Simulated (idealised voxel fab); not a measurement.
The following process module bears the name voxel wiring stack.
Displayed cross-section: cut, width of 255 nm, square cells sized 5 nm.
Reading order for cross-sections: top band down to bottom band. Underlying form: a grid of square cells. Band size: one or more rows of cells. Heights first: top, then bottom, in nm. Then materials, left to right, each with a width in nm. "throughout" on a single material: fills the band edge to edge. "blank": empty space. Heights are reckoned from 0. Under this level, the received wafer is all of one material. The bottommost band is open-ended downward, for example "0..down". Per-row width for "30 to 40": begins at first number (top row of band), ends at second number (bottom row), increment between rows held constant. For the purposes of this document, the phrase "no change" attached to a step denotes that no cell within the cross-section was modified by that step. What "Enclosed internal cavities" gives you is every empty space of 8 cells or more that is cut off from the top. Each appears as width x height at distance, with the distance taken from the left edge and width, height and distance all in nm. What comes after the settings on a step's line is commentary from the simulator itself on that step. For masked steps, "overlay nm" on the step line gives how far right of plan the mask actually lay; a minus sign means it lay to the left.

### Process steps - plan
1. RECEIVE (material Si)
2. CONFORMAL_DEP (material SiO2; thk nm 15)
3. CONFORMAL_DEP (material SiN; thk nm 5)
4. DIRECTIONAL_DEP (material lowk; thk nm 15)
5. DIRECTIONAL_DEP (material aC; thk nm 10)
6. PATTERN (tone open; mask id METAL_1; material resist; width nm 20; pitch nm 35; thk nm 25; overlay nm 0)
7. DIRECTIONAL_ETCH (etch materials aC; depth nm 10)
8. STRIP (etch materials resist)
9. DIRECTIONAL_ETCH (etch materials lowk; depth nm 15)
10. DIRECTIONAL_ETCH (etch materials SiN; depth nm 5)
11. STRIP (etch materials aC)
12. CONFORMAL_DEP (material TiN; thk nm 5)
13. FILL_DEP (material Cu; thk nm 10)
14. CMP (height nm 35)
15. CONFORMAL_DEP (material SiCN; thk nm 5)
16. DIRECTIONAL_DEP (material lowk; thk nm 30)
17. PATTERN (tone open; mask id METAL_2_HOLES; material resist; width nm 15; pitch nm 70; thk nm 15; overlay nm 0)
18. DIRECTIONAL_ETCH (etch materials lowk; depth nm 30)
19. STRIP (etch materials resist)
20. MASKED_ETCH (tone open; mask id METAL_2; width nm 20; pitch nm 35; etch materials lowk; depth nm 20; overlay nm 0)
21. MASKED_ETCH (tone open; mask id METAL_2; width nm 20; pitch nm 35; etch materials SiCN; depth nm 5; overlay nm 0)
22. CONFORMAL_DEP (material TiN; thk nm 5)
23. FILL_DEP (material Cu; thk nm 5)
24. CMP (height nm 70)
25. CONFORMAL_DEP (material SiN; thk nm 5)

### Account of the first of two wafers, which was processed as intended

### as received, after step 1
0..down | Si throughout
Enclosed internal cavities: none

### Cross-section through the wafer, step 2 finished
15..0 | SiO2 throughout
Note: structure below 0 unchanged.

### Cross-section through the wafer, step 3 finished
20..15 | SiN throughout
Note: structure below 15 unchanged.

### Cross-section through the wafer, step 4 finished
35..20 | lowk throughout
Note: structure below 20 unchanged.

### Cross-section through the wafer, step 5 finished
45..35 | aC throughout
Note: structure below 35 unchanged.

### Cross-section through the wafer, step 6 finished
70..45 | 65 resist; 20 blank; 15 resist; 20 blank; 15 resist; 20 blank; 15 resist; 20 blank; 65 resist
Note: structure below 45 unchanged.

### Cross-section through the wafer, step 7 finished
60..45 | 65 resist; 20 blank; 15 resist; 20 blank; 15 resist; 20 blank; 15 resist; 20 blank; 65 resist
45..35 | 65 aC; 20 blank; 15 aC; 20 blank; 15 aC; 20 blank; 15 aC; 20 blank; 65 aC
Note: structure below 35 unchanged.

### Cross-section through the wafer, step 8 finished
45..35 | 65 aC; 20 blank; 15 aC; 20 blank; 15 aC; 20 blank; 15 aC; 20 blank; 65 aC
Note: structure below 35 unchanged.

### Cross-section through the wafer, step 9 finished
45..35 | 65 aC; 20 blank; 15 aC; 20 blank; 15 aC; 20 blank; 15 aC; 20 blank; 65 aC
35..20 | 65 lowk; 20 blank; 15 lowk; 20 blank; 15 lowk; 20 blank; 15 lowk; 20 blank; 65 lowk
Note: structure below 20 unchanged.

### Cross-section through the wafer, step 10 finished
45..35 | 65 aC; 20 blank; 15 aC; 20 blank; 15 aC; 20 blank; 15 aC; 20 blank; 65 aC
35..20 | 65 lowk; 20 blank; 15 lowk; 20 blank; 15 lowk; 20 blank; 15 lowk; 20 blank; 65 lowk
20..15 | 65 SiN; 20 blank; 15 SiN; 20 blank; 15 SiN; 20 blank; 15 SiN; 20 blank; 65 SiN
Note: structure below 15 unchanged.

### Cross-section through the wafer, step 11 finished
35..20 | 65 lowk; 20 blank; 15 lowk; 20 blank; 15 lowk; 20 blank; 15 lowk; 20 blank; 65 lowk
Note: structure below 20 unchanged.

### Cross-section through the wafer, step 12 finished
40..35 | 70 TiN; 10 blank; 25 TiN; 10 blank; 25 TiN; 10 blank; 25 TiN; 10 blank; 70 TiN
35..20 | 65 lowk; 5 TiN; 10 blank; 5 TiN; 15 lowk; 5 TiN; 10 blank; 5 TiN; 15 lowk; 5 TiN; 10 blank; 5 TiN; 15 lowk; 5 TiN; 10 blank; 5 TiN; 65 lowk
20..15 | 65 SiN; 20 TiN; 15 SiN; 20 TiN; 15 SiN; 20 TiN; 15 SiN; 20 TiN; 65 SiN
Note: structure below 15 unchanged.

### Cross-section through the wafer, step 13 finished
50..40 | Cu throughout
40..35 | 70 TiN; 10 Cu; 25 TiN; 10 Cu; 25 TiN; 10 Cu; 25 TiN; 10 Cu; 70 TiN
35..20 | 65 lowk; 5 TiN; 10 Cu; 5 TiN; 15 lowk; 5 TiN; 10 Cu; 5 TiN; 15 lowk; 5 TiN; 10 Cu; 5 TiN; 15 lowk; 5 TiN; 10 Cu; 5 TiN; 65 lowk
Note: structure below 20 unchanged.

### Cross-section through the wafer, step 14 finished
35..20 | 65 lowk; 5 TiN; 10 Cu; 5 TiN; 15 lowk; 5 TiN; 10 Cu; 5 TiN; 15 lowk; 5 TiN; 10 Cu; 5 TiN; 15 lowk; 5 TiN; 10 Cu; 5 TiN; 65 lowk
Note: structure below 20 unchanged.

### Cross-section through the wafer, step 15 finished
40..35 | SiCN throughout
Note: structure below 35 unchanged.

### Cross-section through the wafer, step 16 finished
70..40 | lowk throughout
Note: structure below 40 unchanged.

### Cross-section through the wafer, step 17 finished
85..70 | 65 resist; 15 blank; 55 resist; 15 blank; 105 resist
Note: structure below 70 unchanged.

### Cross-section through the wafer, step 18 finished
85..70 | 65 resist; 15 blank; 55 resist; 15 blank; 105 resist
70..40 | 65 lowk; 15 blank; 55 lowk; 15 blank; 105 lowk
Note: structure below 40 unchanged.

### Cross-section through the wafer, step 19 finished
70..40 | 65 lowk; 15 blank; 55 lowk; 15 blank; 105 lowk
Note: structure below 40 unchanged.

### Cross-section through the wafer, step 20 finished
70..50 | 65 lowk; 20 blank; 15 lowk; 20 blank; 15 lowk; 20 blank; 15 lowk; 20 blank; 65 lowk
Note: structure below 50 unchanged.

### Cross-section through the wafer, step 21 finished
70..50 | 65 lowk; 20 blank; 15 lowk; 20 blank; 15 lowk; 20 blank; 15 lowk; 20 blank; 65 lowk
50..40 | 65 lowk; 15 blank; 55 lowk; 15 blank; 105 lowk
40..35 | 65 SiCN; 15 blank; 55 SiCN; 15 blank; 105 SiCN
Note: structure below 35 unchanged.

### Cross-section through the wafer, step 22 finished
75..70 | 70 TiN; 10 blank; 25 TiN; 10 blank; 25 TiN; 10 blank; 25 TiN; 10 blank; 70 TiN
70..55 | 65 lowk; 5 TiN; 10 blank; 5 TiN; 15 lowk; 5 TiN; 10 blank; 5 TiN; 15 lowk; 5 TiN; 10 blank; 5 TiN; 15 lowk; 5 TiN; 10 blank; 5 TiN; 65 lowk
55..50 | 65 lowk; 5 TiN; 5 blank; 10 TiN; 15 lowk; 20 TiN; 15 lowk; 5 TiN; 5 blank; 10 TiN; 15 lowk; 20 TiN; 65 lowk
50..40 | 65 lowk; 5 TiN; 5 blank; 5 TiN; 55 lowk; 5 TiN; 5 blank; 5 TiN; 105 lowk
40..35 | 65 SiCN; 15 TiN; 55 SiCN; 15 TiN; 105 SiCN
Note: structure below 35 unchanged.

### Cross-section through the wafer, step 23 finished
80..75 | Cu throughout
75..70 | 70 TiN; 10 Cu; 25 TiN; 10 Cu; 25 TiN; 10 Cu; 25 TiN; 10 Cu; 70 TiN
70..55 | 65 lowk; 5 TiN; 10 Cu; 5 TiN; 15 lowk; 5 TiN; 10 Cu; 5 TiN; 15 lowk; 5 TiN; 10 Cu; 5 TiN; 15 lowk; 5 TiN; 10 Cu; 5 TiN; 65 lowk
55..50 | 65 lowk; 5 TiN; 5 Cu; 10 TiN; 15 lowk; 20 TiN; 15 lowk; 5 TiN; 5 Cu; 10 TiN; 15 lowk; 20 TiN; 65 lowk
50..40 | 65 lowk; 5 TiN; 5 Cu; 5 TiN; 55 lowk; 5 TiN; 5 Cu; 5 TiN; 105 lowk
Note: structure below 40 unchanged.

### Cross-section through the wafer, step 24 finished
70..55 | 65 lowk; 5 TiN; 10 Cu; 5 TiN; 15 lowk; 5 TiN; 10 Cu; 5 TiN; 15 lowk; 5 TiN; 10 Cu; 5 TiN; 15 lowk; 5 TiN; 10 Cu; 5 TiN; 65 lowk
Note: structure below 55 unchanged.

### Cross-section through the wafer, step 25 finished
75..70 | SiN throughout
Note: structure below 70 unchanged.

### Now the other wafer: same start, same recipe, but we messed up one thing when running it. Up to and including step 3 it's the same as the first one

### The second wafer in cross-section, at the planned close of step 4
25..20 | lowk throughout
Note: structure below 20 unchanged.

### The second wafer in cross-section, at the planned close of step 5
35..25 | aC throughout
Note: structure below 25 unchanged.

### The second wafer in cross-section, at the planned close of step 6
60..35 | 65 resist; 20 blank; 15 resist; 20 blank; 15 resist; 20 blank; 15 resist; 20 blank; 65 resist
Note: structure below 35 unchanged.

### The second wafer in cross-section, at the planned close of step 7
50..35 | 65 resist; 20 blank; 15 resist; 20 blank; 15 resist; 20 blank; 15 resist; 20 blank; 65 resist
35..25 | 65 aC; 20 blank; 15 aC; 20 blank; 15 aC; 20 blank; 15 aC; 20 blank; 65 aC
Note: structure below 25 unchanged.

### The second wafer in cross-section, at the planned close of step 8
35..25 | 65 aC; 20 blank; 15 aC; 20 blank; 15 aC; 20 blank; 15 aC; 20 blank; 65 aC
Note: structure below 25 unchanged.

### The second wafer in cross-section, at the planned close of step 9
35..25 | 65 aC; 20 blank; 15 aC; 20 blank; 15 aC; 20 blank; 15 aC; 20 blank; 65 aC
25..20 | 65 lowk; 20 blank; 15 lowk; 20 blank; 15 lowk; 20 blank; 15 lowk; 20 blank; 65 lowk
Note: structure below 20 unchanged.

### The second wafer in cross-section, at the planned close of step 10
35..25 | 65 aC; 20 blank; 15 aC; 20 blank; 15 aC; 20 blank; 15 aC; 20 blank; 65 aC
25..20 | 65 lowk; 20 blank; 15 lowk; 20 blank; 15 lowk; 20 blank; 15 lowk; 20 blank; 65 lowk
20..15 | 65 SiN; 20 blank; 15 SiN; 20 blank; 15 SiN; 20 blank; 15 SiN; 20 blank; 65 SiN
Note: structure below 15 unchanged.

### The second wafer in cross-section, at the planned close of step 11
25..20 | 65 lowk; 20 blank; 15 lowk; 20 blank; 15 lowk; 20 blank; 15 lowk; 20 blank; 65 lowk
Note: structure below 20 unchanged.

### The second wafer in cross-section, at the planned close of step 12
30..25 | 70 TiN; 10 blank; 25 TiN; 10 blank; 25 TiN; 10 blank; 25 TiN; 10 blank; 70 TiN
25..20 | 65 lowk; 5 TiN; 10 blank; 5 TiN; 15 lowk; 5 TiN; 10 blank; 5 TiN; 15 lowk; 5 TiN; 10 blank; 5 TiN; 15 lowk; 5 TiN; 10 blank; 5 TiN; 65 lowk
20..15 | 65 SiN; 20 TiN; 15 SiN; 20 TiN; 15 SiN; 20 TiN; 15 SiN; 20 TiN; 65 SiN
Note: structure below 15 unchanged.

### The second wafer in cross-section, at the planned close of step 13
40..30 | Cu throughout
30..25 | 70 TiN; 10 Cu; 25 TiN; 10 Cu; 25 TiN; 10 Cu; 25 TiN; 10 Cu; 70 TiN
25..20 | 65 lowk; 5 TiN; 10 Cu; 5 TiN; 15 lowk; 5 TiN; 10 Cu; 5 TiN; 15 lowk; 5 TiN; 10 Cu; 5 TiN; 15 lowk; 5 TiN; 10 Cu; 5 TiN; 65 lowk
Note: structure below 20 unchanged.

### The second wafer in cross-section, at the planned close of step 14
35..30 | Cu throughout
Note: structure below 30 unchanged.

### The second wafer in cross-section, at the planned close of step 15
40..35 | SiCN throughout
Note: structure below 35 unchanged.

### The second wafer in cross-section, at the planned close of step 16
70..40 | lowk throughout
Note: structure below 40 unchanged.

### The second wafer in cross-section, at the planned close of step 17
85..70 | 65 resist; 15 blank; 55 resist; 15 blank; 105 resist
Note: structure below 70 unchanged.

### The second wafer in cross-section, at the planned close of step 18
85..70 | 65 resist; 15 blank; 55 resist; 15 blank; 105 resist
70..40 | 65 lowk; 15 blank; 55 lowk; 15 blank; 105 lowk
Note: structure below 40 unchanged.

### The second wafer in cross-section, at the planned close of step 19
70..40 | 65 lowk; 15 blank; 55 lowk; 15 blank; 105 lowk
Note: structure below 40 unchanged.

### The second wafer in cross-section, at the planned close of step 20
70..50 | 65 lowk; 20 blank; 15 lowk; 20 blank; 15 lowk; 20 blank; 15 lowk; 20 blank; 65 lowk
Note: structure below 50 unchanged.

### The second wafer in cross-section, at the planned close of step 21
70..50 | 65 lowk; 20 blank; 15 lowk; 20 blank; 15 lowk; 20 blank; 15 lowk; 20 blank; 65 lowk
50..40 | 65 lowk; 15 blank; 55 lowk; 15 blank; 105 lowk
40..35 | 65 SiCN; 15 blank; 55 SiCN; 15 blank; 105 SiCN
Note: structure below 35 unchanged.

### The second wafer in cross-section, at the planned close of step 22
75..70 | 70 TiN; 10 blank; 25 TiN; 10 blank; 25 TiN; 10 blank; 25 TiN; 10 blank; 70 TiN
70..55 | 65 lowk; 5 TiN; 10 blank; 5 TiN; 15 lowk; 5 TiN; 10 blank; 5 TiN; 15 lowk; 5 TiN; 10 blank; 5 TiN; 15 lowk; 5 TiN; 10 blank; 5 TiN; 65 lowk
55..50 | 65 lowk; 5 TiN; 5 blank; 10 TiN; 15 lowk; 20 TiN; 15 lowk; 5 TiN; 5 blank; 10 TiN; 15 lowk; 20 TiN; 65 lowk
50..40 | 65 lowk; 5 TiN; 5 blank; 5 TiN; 55 lowk; 5 TiN; 5 blank; 5 TiN; 105 lowk
40..35 | 65 SiCN; 15 TiN; 55 SiCN; 15 TiN; 105 SiCN
Note: structure below 35 unchanged.

### The second wafer in cross-section, at the planned close of step 23
80..75 | Cu throughout
75..70 | 70 TiN; 10 Cu; 25 TiN; 10 Cu; 25 TiN; 10 Cu; 25 TiN; 10 Cu; 70 TiN
70..55 | 65 lowk; 5 TiN; 10 Cu; 5 TiN; 15 lowk; 5 TiN; 10 Cu; 5 TiN; 15 lowk; 5 TiN; 10 Cu; 5 TiN; 15 lowk; 5 TiN; 10 Cu; 5 TiN; 65 lowk
55..50 | 65 lowk; 5 TiN; 5 Cu; 10 TiN; 15 lowk; 20 TiN; 15 lowk; 5 TiN; 5 Cu; 10 TiN; 15 lowk; 20 TiN; 65 lowk
50..40 | 65 lowk; 5 TiN; 5 Cu; 5 TiN; 55 lowk; 5 TiN; 5 Cu; 5 TiN; 105 lowk
Note: structure below 40 unchanged.

### The second wafer in cross-section, at the planned close of step 24
70..55 | 65 lowk; 5 TiN; 10 Cu; 5 TiN; 15 lowk; 5 TiN; 10 Cu; 5 TiN; 15 lowk; 5 TiN; 10 Cu; 5 TiN; 15 lowk; 5 TiN; 10 Cu; 5 TiN; 65 lowk
Note: structure below 55 unchanged.

### The second wafer in cross-section, at the planned close of step 25
75..70 | SiN throughout
Note: structure below 70 unchanged.
Processing error: step 4 changed vs plan, executed as DIRECTIONAL_DEP (material lowk; thk nm 5)
at the end the second wafer has, in cells: 43 more of Cu; 27 more of TiN; 70 fewer of lowk
